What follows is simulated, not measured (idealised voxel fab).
The process module that follows is named voxel transistor to metal.
This is section cut - it's 150 nm across, gridded in 5 nm square cells.
Notation: cross-section as square-cell grid; stated in bands, top first, going down; one or more cell rows per band.
Look at the band entry: it leads with the top's height and the bottom's height in nm. Then it lists the materials left to right, with a width in nm for each. The word "full width" on a single material says that material fills the band edge to edge. The word "blank" is empty space.
Heights from 0 (as-received wafer is one material below). Bottom band endless downward, as "0 nm and below".
The notation "30->40" denotes a width that varies across the rows of cells in the band, beginning at the first number in the top row, finishing at the second number in the bottom row, and changing by an identical amount from each row to the next.
Take "nothing changed" at face value: in the step it is given for, the cross-section changed in none of its cells.
You'll see "Sealed cavities" listing empty spaces that have no way open to the top, as long as they're 8 cells or more; the notation is width x height at distance, where the distance is from the left edge, and all of it is in nm.
On a step's line, text after the settings is the simulator commenting on that step.
On any step carrying a mask, the "overlay nm" setting, if present on the step's line, tells how far right of its planned place the mask lay; negative values point to the left.
### These are the steps we planned for the process
1 RECEIVE [material Si]
2 CONFORMAL_DEP [material SiO2] [thk nm 5]
3 CONFORMAL_DEP [material SiN] [thk nm 10]
4 PATTERN [tone cover] [mask id ACTIVE] [material resist] [width nm 115] [thk nm 15] [overlay nm 0]
5 DIRECTIONAL_ETCH [etch materials SiN] [depth nm 10]
6 DIRECTIONAL_ETCH [etch materials SiO2] [depth nm 5]
7 DIRECTIONAL_ETCH [etch materials Si] [depth nm 20]
8 STRIP [etch materials resist]
9 FILL_DEP [material SiO2] [thk nm 15]
10 CMP [height nm 15]
11 SELECTIVE_ETCH [etch materials SiO2] [depth nm 10]
12 STRIP [etch materials SiN]
13 SELECTIVE_ETCH [etch materials SiO2] [depth nm 5]
14 OXIDIZE [depth nm 5]
15 DIRECTIONAL_DEP [material polySi] [thk nm 20]
16 DIRECTIONAL_DEP [material SiCN] [thk nm 10]
17 DIRECTIONAL_DEP [material aC] [thk nm 10]
18 PATTERN [tone cover] [mask id GATE] [material resist] [width nm 35] [thk nm 30] [overlay nm 0]
19 DIRECTIONAL_ETCH [etch materials aC] [depth nm 10]
20 STRIP [etch materials resist]
21 DIRECTIONAL_ETCH [etch materials SiCN] [depth nm 20]
22 DIRECTIONAL_ETCH [etch materials polySi] [depth nm 30]
23 STRIP [etch materials aC]
24 CONFORMAL_DEP [material SiN] [thk nm 5]
25 DIRECTIONAL_ETCH [etch materials SiN] [depth nm 5]
26 DIRECTIONAL_ETCH [etch materials SiO2] [depth nm 5]
27 DIRECTIONAL_ETCH [etch materials Si] [depth nm 5]
28 EPI [material SiGe] [thk nm 10]
29 FILL_DEP [material SiO2] [thk nm 10]
30 CMP [height nm 20]
31 STRIP [etch materials polySi]
32 SELECTIVE_ETCH [etch materials SiO2] [depth nm 5]
33 CONFORMAL_DEP [material HfO2] [thk nm 5]
34 CONFORMAL_DEP [material TiN] [thk nm 5]
35 FILL_DEP [material W] [thk nm 5]
36 CMP [height nm 15]
37 DIRECTIONAL_DEP [material SiO2] [thk nm 10]
38 PATTERN [tone open] [mask id CONTACT] [material resist] [width nm 15] [pitch nm 90] [thk nm 20] [overlay nm 0]
39 DIRECTIONAL_ETCH [etch materials SiO2] [depth nm 25]
40 STRIP [etch materials resist]
41 CONFORMAL_DEP [material TiN] [thk nm 5]
42 FILL_DEP [material W] [thk nm 5]
43 CMP [height nm 25]
44 CONFORMAL_DEP [material SiCN] [thk nm 5]
45 DIRECTIONAL_DEP [material lowk] [thk nm 20]
46 PATTERN [tone open] [mask id METAL_1] [material resist] [width nm 15] [pitch nm 90] [thk nm 15] [overlay nm 0]
47 DIRECTIONAL_ETCH [etch materials lowk] [depth nm 20]
48 DIRECTIONAL_ETCH [etch materials SiCN] [depth nm 5]
49 STRIP [etch materials resist]
50 CONFORMAL_DEP [material TiN] [thk nm 5]
51 FILL_DEP [material Ru] [thk nm 5]
52 CMP [height nm 50]
53 EPI [material Ru] [thk nm 5]
54 FILL_DEP [material SiCN] [thk nm 5]
### First wafer out of two, processed as planned
### Cross-section: wafer on arrival = after step 1
- 0 nm and below | Si full width
- Sealed cavities: none
### Cross-section of the wafer subsequent to step 2
- 5 nm to 0 nm | SiO2 full width
- Whatever lies below 0 is exactly as it was before.
### Cross-section of the wafer subsequent to step 3
- 15 nm to 5 nm | SiN full width
- Whatever lies below 5 is exactly as it was before.
### Cross-section of the wafer subsequent to step 4
- 30 nm to 15 nm | 15 of blank  115 of resist  20 of blank
- Whatever lies below 15 is exactly as it was before.
### Cross-section of the wafer subsequent to step 5
- 30 nm to 15 nm | 15 of blank  115 of resist  20 of blank
- 15 nm to 5 nm | 15 of blank  115 of SiN  20 of blank
- Whatever lies below 5 is exactly as it was before.
### Cross-section of the wafer subsequent to step 6
- 30 nm to 15 nm | 15 of blank  115 of resist  20 of blank
- 15 nm to 5 nm | 15 of blank  115 of SiN  20 of blank
- 5 nm to 0 nm | 15 of blank  115 of SiO2  20 of blank
- Whatever lies below 0 is exactly as it was before.
### Cross-section of the wafer subsequent to step 7
- 30 nm to 15 nm | 15 of blank  115 of resist  20 of blank
- 15 nm to 5 nm | 15 of blank  115 of SiN  20 of blank
- 5 nm to 0 nm | 15 of blank  115 of SiO2  20 of blank
- 0 nm to -20 nm | 15 of blank  115 of Si  20 of blank
- Whatever lies below -20 is exactly as it was before.
### Cross-section of the wafer subsequent to step 8
- 15 nm to 5 nm | 15 of blank  115 of SiN  20 of blank
- Whatever lies below 5 is exactly as it was before.
### Cross-section of the wafer subsequent to step 9
- 30 nm to 15 nm | SiO2 full width
- 15 nm to 5 nm | 15 of SiO2  115 of SiN  20 of SiO2
- 5 nm to 0 nm | SiO2 full width
- 0 nm to -20 nm | 15 of SiO2  115 of Si  20 of SiO2
- Whatever lies below -20 is exactly as it was before.
### Cross-section of the wafer subsequent to step 10
- 15 nm to 5 nm | 15 of SiO2  115 of SiN  20 of SiO2
- Whatever lies below 5 is exactly as it was before.
### Cross-section of the wafer subsequent to step 11
- 15 nm to 5 nm | 15 of blank  115 of SiN  20 of blank
- Whatever lies below 5 is exactly as it was before.
### Cross-section of the wafer subsequent to step 12
- 5 nm to 0 nm | SiO2 full width
- Whatever lies below 0 is exactly as it was before.
### Cross-section of the wafer subsequent to step 13
- 0 nm to -20 nm | 15 of SiO2  115 of Si  20 of SiO2
- Whatever lies below -20 is exactly as it was before.
### Cross-section of the wafer subsequent to step 14
- 0 nm to -5 nm | SiO2 full width
- Whatever lies below -5 is exactly as it was before.
### Cross-section of the wafer subsequent to step 15
- 20 nm to 0 nm | polySi full width
- Whatever lies below 0 is exactly as it was before.
### Cross-section of the wafer subsequent to step 16
- 30 nm to 20 nm | SiCN full width
- Whatever lies below 20 is exactly as it was before.
### Cross-section of the wafer subsequent to step 17
- 40 nm to 30 nm | aC full width
- Whatever lies below 30 is exactly as it was before.
### Cross-section of the wafer subsequent to step 18
- 70 nm to 40 nm | 55 of blank  35 of resist  60 of blank
- Whatever lies below 40 is exactly as it was before.
### Cross-section of the wafer subsequent to step 19
- 60 nm to 40 nm | 55 of blank  35 of resist  60 of blank
- 40 nm to 30 nm | 55 of blank  35 of aC  60 of blank
- Whatever lies below 30 is exactly as it was before.
### Cross-section of the wafer subsequent to step 20
- 40 nm to 30 nm | 55 of blank  35 of aC  60 of blank
- Whatever lies below 30 is exactly as it was before.
### Cross-section of the wafer subsequent to step 21
- 40 nm to 30 nm | 55 of blank  35 of aC  60 of blank
- 30 nm to 20 nm | 55 of blank  35 of SiCN  60 of blank
- Whatever lies below 20 is exactly as it was before.
### Cross-section of the wafer subsequent to step 22
- 40 nm to 30 nm | 55 of blank  35 of aC  60 of blank
- 30 nm to 20 nm | 55 of blank  35 of SiCN  60 of blank
- 20 nm to 0 nm | 55 of blank  35 of polySi  60 of blank
- Whatever lies below 0 is exactly as it was before.
### Cross-section of the wafer subsequent to step 23
- 30 nm to 20 nm | 55 of blank  35 of SiCN  60 of blank
- Whatever lies below 20 is exactly as it was before.
### Cross-section of the wafer subsequent to step 24
- 35 nm to 30 nm | 50 of blank  45 of SiN  55 of blank
- 30 nm to 20 nm | 50 of blank  5 of SiN  35 of SiCN  5 of SiN  55 of blank
- 20 nm to 5 nm | 50 of blank  5 of SiN  35 of polySi  5 of SiN  55 of blank
- 5 nm to 0 nm | 55 of SiN  35 of polySi  60 of SiN
- Whatever lies below 0 is exactly as it was before.
### Cross-section of the wafer subsequent to step 25
- 30 nm to 20 nm | 50 of blank  5 of SiN  35 of SiCN  5 of SiN  55 of blank
- 20 nm to 0 nm | 50 of blank  5 of SiN  35 of polySi  5 of SiN  55 of blank
- Whatever lies below 0 is exactly as it was before.
### Cross-section of the wafer subsequent to step 26
- 30 nm to 20 nm | 50 of blank  5 of SiN  35 of SiCN  5 of SiN  55 of blank
- 20 nm to 0 nm | 50 of blank  5 of SiN  35 of polySi  5 of SiN  55 of blank
- 0 nm to -5 nm | 50 of blank  45 of SiO2  55 of blank
- Whatever lies below -5 is exactly as it was before.
### Cross-section of the wafer subsequent to step 27
- 30 nm to 20 nm | 50 of blank  5 of SiN  35 of SiCN  5 of SiN  55 of blank
- 20 nm to 0 nm | 50 of blank  5 of SiN  35 of polySi  5 of SiN  55 of blank
- 0 nm to -5 nm | 50 of blank  45 of SiO2  55 of blank
- -5 nm to -10 nm | 15 of SiO2  35 of blank  45 of Si  35 of blank  20 of SiO2
- Whatever lies below -10 is exactly as it was before.
### Cross-section of the wafer subsequent to step 28
- 30 nm to 20 nm | 50 of blank  5 of SiN  35 of SiCN  5 of SiN  55 of blank
- 20 nm to 5 nm | 50 of blank  5 of SiN  35 of polySi  5 of SiN  55 of blank
- 5 nm to 0 nm | 40 of blank  10 of SiGe  5 of SiN  35 of polySi  5 of SiN  10 of SiGe  45 of blank
- 0 nm to -5 nm | 10 of blank  40 of SiGe  45 of SiO2  40 of SiGe  15 of blank
- -5 nm to -10 nm | 15 of SiO2  35 of SiGe  45 of Si  35 of SiGe  20 of SiO2
- Whatever lies below -10 is exactly as it was before.
### Cross-section of the wafer subsequent to step 29
- 40 nm to 30 nm | SiO2 full width
- 30 nm to 20 nm | 50 of SiO2  5 of SiN  35 of SiCN  5 of SiN  55 of SiO2
- 20 nm to 5 nm | 50 of SiO2  5 of SiN  35 of polySi  5 of SiN  55 of SiO2
- 5 nm to 0 nm | 40 of SiO2  10 of SiGe  5 of SiN  35 of polySi  5 of SiN  10 of SiGe  45 of SiO2
- 0 nm to -5 nm | 10 of SiO2  40 of SiGe  45 of SiO2  40 of SiGe  15 of SiO2
- Whatever lies below -5 is exactly as it was before.
### Cross-section of the wafer subsequent to step 30
- 20 nm to 5 nm | 50 of SiO2  5 of SiN  35 of polySi  5 of SiN  55 of SiO2
- Whatever lies below 5 is exactly as it was before.
### Cross-section of the wafer subsequent to step 31
- 20 nm to 5 nm | 50 of SiO2  5 of SiN  35 of blank  5 of SiN  55 of SiO2
- 5 nm to 0 nm | 40 of SiO2  10 of SiGe  5 of SiN  35 of blank  5 of SiN  10 of SiGe  45 of SiO2
- Whatever lies below 0 is exactly as it was before.
### Cross-section of the wafer subsequent to step 32
- 20 nm to 15 nm | 50 of blank  5 of SiN  35 of blank  5 of SiN  55 of blank
- 15 nm to 5 nm | 50 of SiO2  5 of SiN  35 of blank  5 of SiN  55 of SiO2
- 5 nm to 0 nm | 40 of SiO2  10 of SiGe  5 of SiN  35 of blank  5 of SiN  10 of SiGe  45 of SiO2
- 0 nm to -5 nm | 10 of SiO2  40 of SiGe  45 of blank  40 of SiGe  15 of SiO2
- Whatever lies below -5 is exactly as it was before.
### Cross-section of the wafer subsequent to step 33
- 25 nm to 20 nm | 45 of blank  15 of HfO2  25 of blank  15 of HfO2  50 of blank
- 20 nm to 15 nm | 50 of HfO2  5 of SiN  5 of HfO2  25 of blank  5 of HfO2  5 of SiN  55 of HfO2
- 15 nm to 5 nm | 50 of SiO2  5 of SiN  5 of HfO2  25 of blank  5 of HfO2  5 of SiN  55 of SiO2
- 5 nm to 0 nm | 40 of SiO2  10 of SiGe  5 of SiN  5 of HfO2  25 of blank  5 of HfO2  5 of SiN  10 of SiGe  45 of SiO2
- 0 nm to -5 nm | 10 of SiO2  40 of SiGe  45 of HfO2  40 of SiGe  15 of SiO2
- Whatever lies below -5 is exactly as it was before.
### Cross-section of the wafer subsequent to step 34
- 30 nm to 25 nm | 40 of blank  25 of TiN  15 of blank  25 of TiN  45 of blank
- 25 nm to 20 nm | 45 of TiN  15 of HfO2  5 of TiN  15 of blank  5 of TiN  15 of HfO2  50 of TiN
- 20 nm to 15 nm | 50 of HfO2  5 of SiN  5 of HfO2  5 of TiN  15 of blank  5 of TiN  5 of HfO2  5 of SiN  55 of HfO2
- 15 nm to 5 nm | 50 of SiO2  5 of SiN  5 of HfO2  5 of TiN  15 of blank  5 of TiN  5 of HfO2  5 of SiN  55 of SiO2
- 5 nm to 0 nm | 40 of SiO2  10 of SiGe  5 of SiN  5 of HfO2  25 of TiN  5 of HfO2  5 of SiN  10 of SiGe  45 of SiO2
- Whatever lies below 0 is exactly as it was before.
### Cross-section of the wafer subsequent to step 35
- 35 nm to 30 nm | W full width
- 30 nm to 25 nm | 40 of W  25 of TiN  15 of W  25 of TiN  45 of W
- 25 nm to 20 nm | 45 of TiN  15 of HfO2  5 of TiN  15 of W  5 of TiN  15 of HfO2  50 of TiN
- 20 nm to 15 nm | 50 of HfO2  5 of SiN  5 of HfO2  5 of TiN  15 of W  5 of TiN  5 of HfO2  5 of SiN  55 of HfO2
- 15 nm to 5 nm | 50 of SiO2  5 of SiN  5 of HfO2  5 of TiN  15 of W  5 of TiN  5 of HfO2  5 of SiN  55 of SiO2
- Whatever lies below 5 is exactly as it was before.
### Cross-section of the wafer subsequent to step 36
- 15 nm to 5 nm | 50 of SiO2  5 of SiN  5 of HfO2  5 of TiN  15 of W  5 of TiN  5 of HfO2  5 of SiN  55 of SiO2
- Whatever lies below 5 is exactly as it was before.
### Cross-section of the wafer subsequent to step 37
- 25 nm to 15 nm | SiO2 full width
- Whatever lies below 15 is exactly as it was before.
### Cross-section of the wafer subsequent to step 38
- 45 nm to 25 nm | 20 of resist  15 of blank  75 of resist  15 of blank  25 of resist
- Whatever lies below 25 is exactly as it was before.
### Cross-section of the wafer subsequent to step 39
- 45 nm to 25 nm | 20 of resist  15 of blank  75 of resist  15 of blank  25 of resist
- 25 nm to 15 nm | 20 of SiO2  15 of blank  75 of SiO2  15 of blank  25 of SiO2
- 15 nm to 5 nm | 20 of SiO2  15 of blank  15 of SiO2  5 of SiN  5 of HfO2  5 of TiN  15 of W  5 of TiN  5 of HfO2  5 of SiN  15 of SiO2  15 of blank  25 of SiO2
- 5 nm to 0 nm | 20 of SiO2  15 of blank  5 of SiO2  10 of SiGe  5 of SiN  5 of HfO2  25 of TiN  5 of HfO2  5 of SiN  10 of SiGe  5 of SiO2  15 of blank  25 of SiO2
- Whatever lies below 0 is exactly as it was before.
### Cross-section of the wafer subsequent to step 40
- 25 nm to 15 nm | 20 of SiO2  15 of blank  75 of SiO2  15 of blank  25 of SiO2
- Whatever lies below 15 is exactly as it was before.
### Cross-section of the wafer subsequent to step 41
- 30 nm to 25 nm | 25 of TiN  5 of blank  85 of TiN  5 of blank  30 of TiN
- 25 nm to 15 nm | 20 of SiO2  5 of TiN  5 of blank  5 of TiN  75 of SiO2  5 of TiN  5 of blank  5 of TiN  25 of SiO2
- 15 nm to 5 nm | 20 of SiO2  5 of TiN  5 of blank  5 of TiN  15 of SiO2  5 of SiN  5 of HfO2  5 of TiN  15 of W  5 of TiN  5 of HfO2  5 of SiN  15 of SiO2  5 of TiN  5 of blank  5 of TiN  25 of SiO2
- 5 nm to 0 nm | 20 of SiO2  15 of TiN  5 of SiO2  10 of SiGe  5 of SiN  5 of HfO2  25 of TiN  5 of HfO2  5 of SiN  10 of SiGe  5 of SiO2  15 of TiN  25 of SiO2
- Whatever lies below 0 is exactly as it was before.
### Cross-section of the wafer subsequent to step 42
- 35 nm to 30 nm | W full width
- 30 nm to 25 nm | 25 of TiN  5 of W  85 of TiN  5 of W  30 of TiN
- 25 nm to 15 nm | 20 of SiO2  5 of TiN  5 of W  5 of TiN  75 of SiO2  5 of TiN  5 of W  5 of TiN  25 of SiO2
- 15 nm to 5 nm | 20 of SiO2  5 of TiN  5 of W  5 of TiN  15 of SiO2  5 of SiN  5 of HfO2  5 of TiN  15 of W  5 of TiN  5 of HfO2  5 of SiN  15 of SiO2  5 of TiN  5 of W  5 of TiN  25 of SiO2
- Whatever lies below 5 is exactly as it was before.
### Cross-section of the wafer subsequent to step 43
- 25 nm to 15 nm | 20 of SiO2  5 of TiN  5 of W  5 of TiN  75 of SiO2  5 of TiN  5 of W  5 of TiN  25 of SiO2
- Whatever lies below 15 is exactly as it was before.
### Cross-section of the wafer subsequent to step 44
- 30 nm to 25 nm | SiCN full width
- Whatever lies below 25 is exactly as it was before.
### Cross-section of the wafer subsequent to step 45
- 50 nm to 30 nm | lowk full width
- Whatever lies below 30 is exactly as it was before.
### Cross-section of the wafer subsequent to step 46
- 65 nm to 50 nm | 20 of resist  15 of blank  75 of resist  15 of blank  25 of resist
- Whatever lies below 50 is exactly as it was before.
### Cross-section of the wafer subsequent to step 47
- 65 nm to 50 nm | 20 of resist  15 of blank  75 of resist  15 of blank  25 of resist
- 50 nm to 30 nm | 20 of lowk  15 of blank  75 of lowk  15 of blank  25 of lowk
- Whatever lies below 30 is exactly as it was before.
### Cross-section of the wafer subsequent to step 48
- 65 nm to 50 nm | 20 of resist  15 of blank  75 of resist  15 of blank  25 of resist
- 50 nm to 30 nm | 20 of lowk  15 of blank  75 of lowk  15 of blank  25 of lowk
- 30 nm to 25 nm | 20 of SiCN  15 of blank  75 of SiCN  15 of blank  25 of SiCN
- Whatever lies below 25 is exactly as it was before.
### Cross-section of the wafer subsequent to step 49
- 50 nm to 30 nm | 20 of lowk  15 of blank  75 of lowk  15 of blank  25 of lowk
- Whatever lies below 30 is exactly as it was before.
### Cross-section of the wafer subsequent to step 50
- 55 nm to 50 nm | 25 of TiN  5 of blank  85 of TiN  5 of blank  30 of TiN
- 50 nm to 30 nm | 20 of lowk  5 of TiN  5 of blank  5 of TiN  75 of lowk  5 of TiN  5 of blank  5 of TiN  25 of lowk
- 30 nm to 25 nm | 20 of SiCN  15 of TiN  75 of SiCN  15 of TiN  25 of SiCN
- Whatever lies below 25 is exactly as it was before.
### Cross-section of the wafer subsequent to step 51
- 60 nm to 55 nm | Ru full width
- 55 nm to 50 nm | 25 of TiN  5 of Ru  85 of TiN  5 of Ru  30 of TiN
- 50 nm to 30 nm | 20 of lowk  5 of TiN  5 of Ru  5 of TiN  75 of lowk  5 of TiN  5 of Ru  5 of TiN  25 of lowk
- Whatever lies below 30 is exactly as it was before.
### Cross-section of the wafer subsequent to step 52
- 50 nm to 30 nm | 20 of lowk  5 of TiN  5 of Ru  5 of TiN  75 of lowk  5 of TiN  5 of Ru  5 of TiN  25 of lowk
- Whatever lies below 30 is exactly as it was before.
### Cross-section of the wafer subsequent to step 53
- 55 nm to 50 nm | 15 of blank  25 of Ru  65 of blank  25 of Ru  20 of blank
- Whatever lies below 50 is exactly as it was before.
### Cross-section of the wafer subsequent to step 54
- 60 nm to 55 nm | SiCN full width
- 55 nm to 50 nm | 15 of SiCN  25 of Ru  65 of SiCN  25 of Ru  20 of SiCN
- Whatever lies below 50 is exactly as it was before.
### Wafer two of two - same starting point, same process plan, one mistake in execution; matches wafer one up to and including step 43
### The second wafer cut through, at the time step 44 was supposed to be finished
- 45 nm to 25 nm | lowk full width
- Whatever lies below 25 is exactly as it was before.
### The second wafer cut through, at the time step 45 was supposed to be finished
- 50 nm to 45 nm | SiCN full width
- Whatever lies below 45 is exactly as it was before.
### The second wafer cut through, at the time step 46 was supposed to be finished
- 65 nm to 50 nm | 20 of resist  15 of blank  75 of resist  15 of blank  25 of resist
- Whatever lies below 50 is exactly as it was before.
The second wafer cut through, at the time step 47 was supposed to be finished: nothing changed
### The second wafer cut through, at the time step 48 was supposed to be finished
- 65 nm to 50 nm | 20 of resist  15 of blank  75 of resist  15 of blank  25 of resist
- 50 nm to 45 nm | 20 of SiCN  15 of blank  75 of SiCN  15 of blank  25 of SiCN
- Whatever lies below 45 is exactly as it was before.
### The second wafer cut through, at the time step 49 was supposed to be finished
- 50 nm to 45 nm | 20 of SiCN  15 of blank  75 of SiCN  15 of blank  25 of SiCN
- Whatever lies below 45 is exactly as it was before.
### The second wafer cut through, at the time step 50 was supposed to be finished
- 55 nm to 50 nm | 25 of TiN  5 of blank  85 of TiN  5 of blank  30 of TiN
- 50 nm to 45 nm | 20 of SiCN  15 of TiN  75 of SiCN  15 of TiN  25 of SiCN
- Whatever lies below 45 is exactly as it was before.
### The second wafer cut through, at the time step 51 was supposed to be finished
- 60 nm to 55 nm | Ru full width
- 55 nm to 50 nm | 25 of TiN  5 of Ru  85 of TiN  5 of Ru  30 of TiN
- Whatever lies below 50 is exactly as it was before.
### The second wafer cut through, at the time step 52 was supposed to be finished
- 50 nm to 45 nm | 20 of SiCN  15 of TiN  75 of SiCN  15 of TiN  25 of SiCN
- Whatever lies below 45 is exactly as it was before.
### The second wafer cut through, at the time step 53 was supposed to be finished
- 55 nm to 50 nm | 15 of blank  25 of Ru  65 of blank  25 of Ru  20 of blank
- Whatever lies below 50 is exactly as it was before.
### The second wafer cut through, at the time step 54 was supposed to be finished
- 60 nm to 55 nm | SiCN full width
- 55 nm to 50 nm | 15 of SiCN  25 of Ru  65 of SiCN  25 of Ru  20 of SiCN
- Whatever lies below 50 is exactly as it was before.
Where did the run depart from the plan? step 44 ran in the slot meant for step 45, and vice versa
Wafer comparison, final, in cells, second relative to first, materials more or fewer: Ru: 8 fewer | TiN: 16 fewer | lowk: 24 more
